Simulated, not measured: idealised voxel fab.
Process module name: voxel local oxidation
We display cut, a cross-section 170 nm in width whose square cells are each 5 nm.
We lay out every cross-section as a grid of square cells and spell it out in bands from the top down, where one band means one or more rows of cells. Band: top height; bottom height; in nm. Then, left to right: material with width in nm, for each material. "all across": a single material spanning edge to edge. "blank": empty space. Basically, 0 is our baseline, since under it the wafer straight out of the box is all one material. The bottom band has no lower end and keeps on going down, so it looks like "0 down". Width spec "30->40" -> top row of cells at first value, bottom row at second value, equal per-row change in between. Reading "remained the same" for a step: not a cell of the cross-section changed in it. Empty spaces without an open route to the top, at least 8 cells in extent, make up the entry "Closed-off voids"; each is given as width x height at distance, where the distance is measured from the left edge, and all are in nm. It should be noted that, on the line of a given step, the content following the step's settings is a remark produced by the simulator itself with respect to that step. The setting "overlay nm" may be written on the line of a step. When the step uses a mask, the value reports how far to the right of the planned place the mask lay, and a negative value reports that it lay to the left.
Listed below are the process steps as planned
1,RECEIVE: material Si
2,CONFORMAL_DEP: material SiO2, thk nm 5
3,CONFORMAL_DEP: material SiN, thk nm 15
4,DIRECTIONAL_DEP: material aC, thk nm 15
5,PATTERN: tone cover, mask id ACTIVE, material resist, width nm 100, thk nm 30, overlay nm 0
6,DIRECTIONAL_ETCH: etch materials aC, depth nm 15
7,STRIP: etch materials resist
8,DIRECTIONAL_ETCH: etch materials SiN, depth nm 15
9,STRIP: etch materials aC
10,SELECTIVE_ETCH: etch materials SiO2, depth nm 5
11,OXIDIZE: depth nm 10
12,STRIP: etch materials SiN
First wafer out of two, processed as planned
Wafer cross-section on receipt, i.e. after step 1
0 down  Si all across
Closed-off voids: none
Once step 2 is through, the wafer looks like this in cross-section
5 to 0  SiO2 all across
Lower than 0, everything is as it was.
Once step 3 is through, the wafer looks like this in cross-section
20 to 5  SiN all across
Lower than 5, everything is as it was.
Once step 4 is through, the wafer looks like this in cross-section
35 to 20  aC all across
Lower than 20, everything is as it was.
Once step 5 is through, the wafer looks like this in cross-section
65 to 35  blank 35 nm  resist 100 nm  blank 35 nm
Lower than 35, everything is as it was.
Once step 6 is through, the wafer looks like this in cross-section
50 to 35  blank 35 nm  resist 100 nm  blank 35 nm
35 to 20  blank 35 nm  aC 100 nm  blank 35 nm
Lower than 20, everything is as it was.
Once step 7 is through, the wafer looks like this in cross-section
35 to 20  blank 35 nm  aC 100 nm  blank 35 nm
Lower than 20, everything is as it was.
Once step 8 is through, the wafer looks like this in cross-section
35 to 20  blank 35 nm  aC 100 nm  blank 35 nm
20 to 5  blank 35 nm  SiN 100 nm  blank 35 nm
Lower than 5, everything is as it was.
Once step 9 is through, the wafer looks like this in cross-section
20 to 5  blank 35 nm  SiN 100 nm  blank 35 nm
Lower than 5, everything is as it was.
Once step 10 is through, the wafer looks like this in cross-section
20 to 5  blank 35 nm  SiN 100 nm  blank 35 nm
5 to 0  blank 40 nm  SiO2 90 nm  blank 40 nm
Lower than 0, everything is as it was.
Once step 11 is through, the wafer looks like this in cross-section
20 to 5  blank 35 nm  SiN 100 nm  blank 35 nm
5 to 0  blank 40 nm  SiO2 90 nm  blank 40 nm
0 to -10  SiO2 50 nm  Si 70 nm  SiO2 50 nm
Lower than -10, everything is as it was.
Once step 12 is through, the wafer looks like this in cross-section
5 to 0  blank 40 nm  SiO2 90 nm  blank 40 nm
Lower than 0, everything is as it was.
The remaining wafer, second of the two, started like the first and was run to the same plan, except that one mistake was made along the way; the two coincide through step 4, inclusive
Second wafer cross-section, taken as of the time the plan sets for step 5 to be done
65 to 35  blank 45 nm  resist 100 nm  blank 25 nm
Lower than 35, everything is as it was.
Second wafer cross-section, taken as of the time the plan sets for step 6 to be done
50 to 35  blank 45 nm  resist 100 nm  blank 25 nm
35 to 20  blank 45 nm  aC 100 nm  blank 25 nm
Lower than 20, everything is as it was.
Second wafer cross-section, taken as of the time the plan sets for step 7 to be done
35 to 20  blank 45 nm  aC 100 nm  blank 25 nm
Lower than 20, everything is as it was.
Second wafer cross-section, taken as of the time the plan sets for step 8 to be done
35 to 20  blank 45 nm  aC 100 nm  blank 25 nm
20 to 5  blank 45 nm  SiN 100 nm  blank 25 nm
Lower than 5, everything is as it was.
Second wafer cross-section, taken as of the time the plan sets for step 9 to be done
20 to 5  blank 45 nm  SiN 100 nm  blank 25 nm
Lower than 5, everything is as it was.
Second wafer cross-section, taken as of the time the plan sets for step 10 to be done
20 to 5  blank 45 nm  SiN 100 nm  blank 25 nm
5 to 0  blank 50 nm  SiO2 90 nm  blank 30 nm
Lower than 0, everything is as it was.
Second wafer cross-section, taken as of the time the plan sets for step 11 to be done
20 to 5  blank 45 nm  SiN 100 nm  blank 25 nm
5 to 0  blank 50 nm  SiO2 90 nm  blank 30 nm
0 to -10  SiO2 60 nm  Si 70 nm  SiO2 40 nm
Lower than -10, everything is as it was.
Second wafer cross-section, taken as of the time the plan sets for step 12 to be done
5 to 0  blank 50 nm  SiO2 90 nm  blank 30 nm
Lower than 0, everything is as it was.
Want to know what went wrong? rather than as planned, step 5 actually ran as PATTERN: tone cover, mask id ACTIVE, material resist, width nm 100, thk nm 30, overlay nm 10
At the end, the second wafer has the same number of cells of each material as the first, but those cells sit in other places.
